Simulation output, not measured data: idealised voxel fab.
Process module heading - voxel wiring stack
Pictured: cross-section cut, 180 nm wide, on a grid of 5 nm square cells.
Reading order for cross-sections: top band down to bottom band. Underlying form: a grid of square cells. Band size: one or more rows of cells. For a band, the entry starts with two heights in nm, that of the top and then that of the bottom, and carries on with the band's materials in order from left to right, each alongside its width in nm; the word "throughout" beside a single material means it fills the band edge to edge, and "blank" means empty space. It should be noted that heights are counted from 0, beneath which the wafer as supplied is of one material throughout, and that the lowest band possesses no lower boundary but continues downward, as written in "0..down". A width such as "30 to 40" changes by the same amount from each row of cells to the next, from the band's top row to its bottom row. No cell of the cross-section changed in a step that is given as "no change occurred". The label "Trapped cavities" introduces a list of the empty spaces, 8 cells or larger, that have no open way up to the top; each entry in it reads width x height at distance, where the distance is taken from the left edge and all three are stated in nm. Formally, on a step line, whatever follows the settings is a remark that the simulator itself makes on the step. You can add "overlay nm" to a step's line. For a step with a mask, it describes how far the mask lay to the right of its planned position, and a negative number describes a lay to the left.
THE STEPS PLANNED FOR THE PROCESS ARE AS FOLLOWS
step 1: RECEIVE, material Si
step 2: CONFORMAL_DEP, material SiO2, thk nm 15
step 3: DIRECTIONAL_DEP, material TiN, thk nm 5
step 4: DIRECTIONAL_DEP, material W, thk nm 20
step 5: DIRECTIONAL_DEP, material aC, thk nm 15
step 6: PATTERN, tone cover, mask id METAL_1, material resist, width nm 30, pitch nm 50, thk nm 30, overlay nm 0
step 7: DIRECTIONAL_ETCH, etch materials aC, depth nm 15
step 8: STRIP, etch materials resist
step 9: DIRECTIONAL_ETCH, etch materials W, depth nm 20
step 10: DIRECTIONAL_ETCH, etch materials TiN, depth nm 5
step 11: STRIP, etch materials aC
step 12: CONFORMAL_DEP, material SiCN, thk nm 5
step 13: FILL_DEP, material lowk, thk nm 10
step 14: CMP, height nm 40
step 15: CONFORMAL_DEP, material SiCN, thk nm 5
step 16: DIRECTIONAL_DEP, material lowk, thk nm 30
step 17: DIRECTIONAL_DEP, material aC, thk nm 15
step 18: PATTERN, tone open, mask id METAL_2_HOLES, material resist, width nm 15, pitch nm 50, thk nm 35, overlay nm 0
step 19: DIRECTIONAL_ETCH, etch materials aC, depth nm 15
step 20: STRIP, etch materials resist
step 21: DIRECTIONAL_ETCH, etch materials lowk, depth nm 30
step 22: STRIP, etch materials aC
step 23: MASKED_ETCH, tone open, mask id METAL_2, width nm 30, pitch nm 50, etch materials lowk, depth nm 15, overlay nm 0
step 24: MASKED_ETCH, tone open, mask id METAL_2, width nm 30, pitch nm 50, etch materials SiCN, depth nm 5, overlay nm 0
step 25: CONFORMAL_DEP, material TiN, thk nm 5
step 26: FILL_DEP, material Cu, thk nm 5
step 27: CMP, height nm 75
step 28: CONFORMAL_DEP, material SiCN, thk nm 5
step 29: DIRECTIONAL_DEP, material SiO2, thk nm 20
step 30: DIRECTIONAL_DEP, material aC, thk nm 15
step 31: PATTERN, tone open, mask id PLUG_2, material resist, width nm 15, pitch nm 100, thk nm 30, overlay nm 0
step 32: DIRECTIONAL_ETCH, etch materials aC, depth nm 15
step 33: STRIP, etch materials resist
step 34: DIRECTIONAL_ETCH, etch materials SiO2, depth nm 20
step 35: DIRECTIONAL_ETCH, etch materials SiCN, depth nm 5
step 36: STRIP, etch materials aC
step 37: CONFORMAL_DEP, material TiN, thk nm 5
step 38: FILL_DEP, material W, thk nm 10
step 39: CMP, height nm 100
step 40: CONFORMAL_DEP, material SiN, thk nm 5
step 41: DIRECTIONAL_DEP, material SiO2, thk nm 25
step 42: DIRECTIONAL_DEP, material aC, thk nm 10
step 43: PATTERN, tone open, mask id METAL_3, material resist, width nm 30, pitch nm 50, thk nm 25, overlay nm 0
step 44: DIRECTIONAL_ETCH, etch materials aC, depth nm 10
step 45: STRIP, etch materials resist
step 46: DIRECTIONAL_ETCH, etch materials SiO2, depth nm 25
step 47: DIRECTIONAL_ETCH, etch materials SiN, depth nm 5
step 48: STRIP, etch materials aC
step 49: CONFORMAL_DEP, material TiN, thk nm 5
step 50: FILL_DEP, material Cu, thk nm 5
step 51: CMP, height nm 130
step 52: EPI, material Ru, thk nm 5
step 53: FILL_DEP, material SiCN, thk nm 5
step 54: DIRECTIONAL_DEP, material SiO2, thk nm 15
step 55: MASKED_ETCH, tone open, mask id PLUG_3, width nm 15, pitch nm 50, etch materials SiO2, depth nm 15, overlay nm 0
step 56: MASKED_ETCH, tone open, mask id PLUG_3, width nm 15, pitch nm 50, etch materials SiCN, depth nm 5, overlay nm 0
step 57: CONFORMAL_DEP, material TiN, thk nm 5
step 58: FILL_DEP, material Cu, thk nm 10
step 59: CMP, height nm 155
step 60: CONFORMAL_DEP, material SiN, thk nm 5
step 61: DIRECTIONAL_DEP, material lowk, thk nm 20
step 62: PATTERN, tone open, mask id METAL_4, material resist, width nm 30, pitch nm 50, thk nm 15, overlay nm 0
step 63: DIRECTIONAL_ETCH, etch materials lowk, depth nm 20
step 64: DIRECTIONAL_ETCH, etch materials SiN, depth nm 5
step 65: STRIP, etch materials resist
step 66: CONFORMAL_DEP, material TiN, thk nm 5
step 67: FILL_DEP, material W, thk nm 10
step 68: CMP, height nm 180
step 69: CONFORMAL_DEP, material SiCN, thk nm 5
CROSS-SECTION: WAFER ON ARRIVAL = AFTER STEP 1
- 0..down = Si throughout
- Trapped cavities: none
FIRST WAFER OF TWO, SECTIONED AT END OF MODULE; RUN WENT PER PLAN
- 185..180 = SiCN throughout
- 180..160 = lowk 25 | TiN 5 | W 20 | TiN 5 | lowk 20 | TiN 5 | W 20 | TiN 5 | lowk 20 | TiN 5 | W 20 | TiN 5 | lowk 25
- 160..155 = SiN 25 | TiN 30 | SiN 20 | TiN 30 | SiN 20 | TiN 30 | SiN 25
- 155..140 = SiO2 25 | TiN 5 | Cu 5 | TiN 5 | SiO2 35 | TiN 5 | Cu 5 | TiN 5 | SiO2 35 | TiN 5 | Cu 5 | TiN 5 | SiO2 40
- 140..135 = SiCN 25 | TiN 15 | SiCN 35 | TiN 15 | SiCN 35 | TiN 15 | SiCN 40
- 135..130 = SiCN 20 | Ru 40 | SiCN 10 | Ru 40 | SiCN 10 | Ru 40 | SiCN 20
- 130..105 = SiO2 25 | TiN 5 | Cu 20 | TiN 5 | SiO2 20 | TiN 5 | Cu 20 | TiN 5 | SiO2 20 | TiN 5 | Cu 20 | TiN 5 | SiO2 25
- 105..100 = SiN 25 | TiN 30 | SiN 20 | TiN 30 | SiN 20 | TiN 30 | SiN 25
- 100..80 = SiO2 25 | TiN 5 | W 5 | TiN 5 | SiO2 85 | TiN 5 | W 5 | TiN 5 | SiO2 40
- 80..75 = SiCN 25 | TiN 15 | SiCN 85 | TiN 15 | SiCN 40
- 75..65 = lowk 25 | TiN 5 | Cu 20 | TiN 5 | lowk 20 | TiN 5 | Cu 20 | TiN 5 | lowk 20 | TiN 5 | Cu 20 | TiN 5 | lowk 25
- 65..60 = lowk 25 | TiN 5 | Cu 5 | TiN 20 | lowk 20 | TiN 5 | Cu 5 | TiN 20 | lowk 20 | TiN 5 | Cu 5 | TiN 20 | lowk 25
- 60..45 = lowk 25 | TiN 5 | Cu 5 | TiN 5 | lowk 35 | TiN 5 | Cu 5 | TiN 5 | lowk 35 | TiN 5 | Cu 5 | TiN 5 | lowk 40
- 45..40 = SiCN 25 | TiN 15 | SiCN 35 | TiN 15 | SiCN 35 | TiN 15 | SiCN 40
- 40..20 = lowk 20 | SiCN 5 | W 30 | SiCN 5 | lowk 10 | SiCN 5 | W 30 | SiCN 5 | lowk 10 | SiCN 5 | W 30 | SiCN 5 | lowk 20
- 20..15 = SiCN 25 | TiN 30 | SiCN 20 | TiN 30 | SiCN 20 | TiN 30 | SiCN 25
- 15..0 = SiO2 throughout
- 0..down = Si throughout
- Trapped cavities: none
CROSS-SECTION OF THE LATTER OF THE TWO WAFERS AT MODULE COMPLETION. IT HAD AN IDENTICAL START AND AN IDENTICAL PLAN TO THE FORMER; IN RUNNING IT, ONE MISTAKE WAS MADE
- 180..160 = lowk 25 | TiN 5 | W 20 | TiN 5 | lowk 20 | TiN 5 | W 20 | TiN 5 | lowk 20 | TiN 5 | W 20 | TiN 5 | lowk 25
- 160..155 = SiN 25 | TiN 30 | SiN 20 | TiN 30 | SiN 20 | TiN 30 | SiN 25
- 155..140 = SiO2 25 | TiN 5 | Cu 5 | TiN 5 | SiO2 35 | TiN 5 | Cu 5 | TiN 5 | SiO2 35 | TiN 5 | Cu 5 | TiN 5 | SiO2 40
- 140..135 = SiCN 25 | TiN 15 | SiCN 35 | TiN 15 | SiCN 35 | TiN 15 | SiCN 40
- 135..130 = SiCN 20 | Ru 40 | SiCN 10 | Ru 40 | SiCN 10 | Ru 40 | SiCN 20
- 130..105 = SiO2 25 | TiN 5 | Cu 20 | TiN 5 | SiO2 20 | TiN 5 | Cu 20 | TiN 5 | SiO2 20 | TiN 5 | Cu 20 | TiN 5 | SiO2 25
- 105..100 = SiN 25 | TiN 30 | SiN 20 | TiN 30 | SiN 20 | TiN 30 | SiN 25
- 100..80 = SiO2 25 | TiN 5 | W 5 | TiN 5 | SiO2 85 | TiN 5 | W 5 | TiN 5 | SiO2 40
- 80..75 = SiCN 25 | TiN 15 | SiCN 85 | TiN 15 | SiCN 40
- 75..65 = lowk 25 | TiN 5 | Cu 20 | TiN 5 | lowk 20 | TiN 5 | Cu 20 | TiN 5 | lowk 20 | TiN 5 | Cu 20 | TiN 5 | lowk 25
- 65..60 = lowk 25 | TiN 5 | Cu 5 | TiN 20 | lowk 20 | TiN 5 | Cu 5 | TiN 20 | lowk 20 | TiN 5 | Cu 5 | TiN 20 | lowk 25
- 60..45 = lowk 25 | TiN 5 | Cu 5 | TiN 5 | lowk 35 | TiN 5 | Cu 5 | TiN 5 | lowk 35 | TiN 5 | Cu 5 | TiN 5 | lowk 40
- 45..40 = SiCN 25 | TiN 15 | SiCN 35 | TiN 15 | SiCN 35 | TiN 15 | SiCN 40
- 40..20 = lowk 20 | SiCN 5 | W 30 | SiCN 5 | lowk 10 | SiCN 5 | W 30 | SiCN 5 | lowk 10 | SiCN 5 | W 30 | SiCN 5 | lowk 20
- 20..15 = SiCN 25 | TiN 30 | SiCN 20 | TiN 30 | SiCN 20 | TiN 30 | SiCN 25
- 15..0 = SiO2 throughout
- 0..down = Si throughout
- Trapped cavities: none
Nonconformance to the process plan: step 69 was dropped from the plan's execution and never run
Final difference in cells, second wafer against first, listed per material as more or fewer: 36 fewer of SiCN
